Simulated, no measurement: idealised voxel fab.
process module | voxel transistor to metal
cross-section cut | 240 nm wide | cells 5 nm
A cross-section is a grid of square cells, given in bands from the top down. A band is one or more rows of cells.
Each band's line starts with the height of the band's top and of its bottom, in nm. Then come its materials from left to right, each with its width in nm. One material with "throughout" fills the band from edge to edge. "air" is empty space.
Height 0 is the level under which the wafer as received is all one material. The lowest band goes on downwards, as in "0 down".
A width such as "30 to 40" changes by the same amount from each row of cells to the next, from the band's top row to its bottom row.
"no change" after a step means that no cell of the cross-section changed.
closed voids: empty space of 8 cells or more with no open way to the top, each as width x height at its distance from the left edge, in nm
after a step's settings: what the simulator itself notes on the step
overlay nm, on a step with a mask: how far to the right of its planned place the mask lay; to the left if negative
plan
1 op RECEIVE | material Si
2 op CONFORMAL_DEP | material SiO2 | thk nm 5
3 op CONFORMAL_DEP | material SiN | thk nm 15
4 op PATTERN | tone cover | mask id ACTIVE | material resist | width nm 95 | pitch nm 115 | thk nm 15 | overlay nm 0
5 op DIRECTIONAL_ETCH | etch materials SiN | depth nm 15
6 op DIRECTIONAL_ETCH | etch materials SiO2 | depth nm 5
7 op DIRECTIONAL_ETCH | etch materials Si | depth nm 35
8 op STRIP | etch materials resist
9 op OXIDIZE | depth nm 5
10 op FILL_DEP | material SiO2 | thk nm 5
11 op CMP | height nm 20
12 op SELECTIVE_ETCH | etch materials SiO2 | depth nm 10
13 op STRIP | etch materials SiN
14 op SELECTIVE_ETCH | etch materials SiO2 | depth nm 5
15 op OXIDIZE | depth nm 5
16 op DIRECTIONAL_DEP | material polySi | thk nm 20
17 op DIRECTIONAL_DEP | material SiCN | thk nm 15
18 op DIRECTIONAL_DEP | material aC | thk nm 15
19 op PATTERN | tone cover | mask id GATE | material resist | width nm 15 | pitch nm 115 | thk nm 30 | overlay nm 0
20 op DIRECTIONAL_ETCH | etch materials aC | depth nm 15
21 op STRIP | etch materials resist
22 op DIRECTIONAL_ETCH | etch materials SiCN | depth nm 25
23 op DIRECTIONAL_ETCH | etch materials polySi | depth nm 30
24 op STRIP | etch materials aC
25 op CONFORMAL_DEP | material SiN | thk nm 10
26 op DIRECTIONAL_ETCH | etch materials SiN | depth nm 10
27 op DIRECTIONAL_ETCH | etch materials SiO2 | depth nm 5
28 op DIRECTIONAL_ETCH | etch materials Si | depth nm 10
29 op EPI | material pSi | thk nm 10
30 op FILL_DEP | material SiO2 | thk nm 10
31 op CMP | height nm 35
32 op DIRECTIONAL_DEP | material SiO2 | thk nm 10
33 op PATTERN | tone open | mask id CONTACT | material resist | width nm 30 | thk nm 15 | overlay nm 0
34 op DIRECTIONAL_ETCH | etch materials SiO2 | depth nm 50
35 op STRIP | etch materials resist
36 op CONFORMAL_DEP | material TiN | thk nm 5
37 op FILL_DEP | material Ru | thk nm 5
38 op CMP | height nm 45
39 op DIRECTIONAL_DEP | material TiN | thk nm 5
40 op DIRECTIONAL_DEP | material W | thk nm 15
41 op MASKED_ETCH | tone cover | mask id METAL_1 | width nm 15 | etch materials W | depth nm 15 | overlay nm 0
42 op MASKED_ETCH | tone cover | mask id METAL_1 | width nm 15 | etch materials TiN | depth nm 5 | overlay nm 0
43 op FILL_DEP | material SiO2 | thk nm 5
44 op CMP | height nm 65
45 op CONFORMAL_DEP | material SiN | thk nm 5
as received, after step 1
  0 down: Si throughout
  closed voids: none
a wafer at the end: this start, this plan, one mistake
  70 to 65: SiN throughout
  65 to 50: SiO2 20 | W 15 | SiO2 55 | W 15 | SiO2 30 | W 15 | SiO2 55 | W 15 | SiO2 20
  50 to 45: SiO2 20 | TiN 15 | SiO2 55 | TiN 15 | SiO2 30 | TiN 15 | SiO2 55 | TiN 15 | SiO2 20
  45 to 35: SiO2 20 | TiN 5 | Ru 20 to 15 | TiN 5 to 10 | SiO2 25 | TiN 5 to 10 | Ru 20 to 15 | TiN 5 | SiO2 30 | TiN 5 | Ru 20 to 15 | TiN 5 to 10 | SiO2 25 | TiN 5 to 10 | Ru 20 to 15 | TiN 5 | SiO2 20
  35 to 30: SiO2 20 | TiN 5 | Ru 15 | TiN 5 | SiN 10 | SiCN 15 | SiN 10 | TiN 5 | Ru 15 | TiN 5 | SiO2 30 | TiN 5 | Ru 15 | TiN 5 | SiN 10 | SiCN 15 | SiN 10 | TiN 5 | Ru 15 | TiN 5 | SiO2 20
  30 to 25: SiCN 10 | SiN 10 | TiN 25 | SiN 10 | SiCN 15 | SiN 10 | TiN 25 | SiN 10 | SiCN 10 | SiN 10 | TiN 25 | SiN 10 | SiCN 15 | SiN 10 | TiN 25 | SiN 10 | SiCN 10
  25 to 20: polySi 10 | SiCN 105 | polySi 10 | SiCN 105 | polySi 10
  20 to 5: polySi throughout
  5 to 0: SiO2 10 | polySi 105 | SiO2 10 | polySi 105 | SiO2 10
  0 to -5: SiO2 throughout
  -5 to -40: SiO2 20 | Si 85 | SiO2 30 | Si 85 | SiO2 20
  -40 down: Si throughout
  closed voids: none
what went wrong: step 17 was run twice
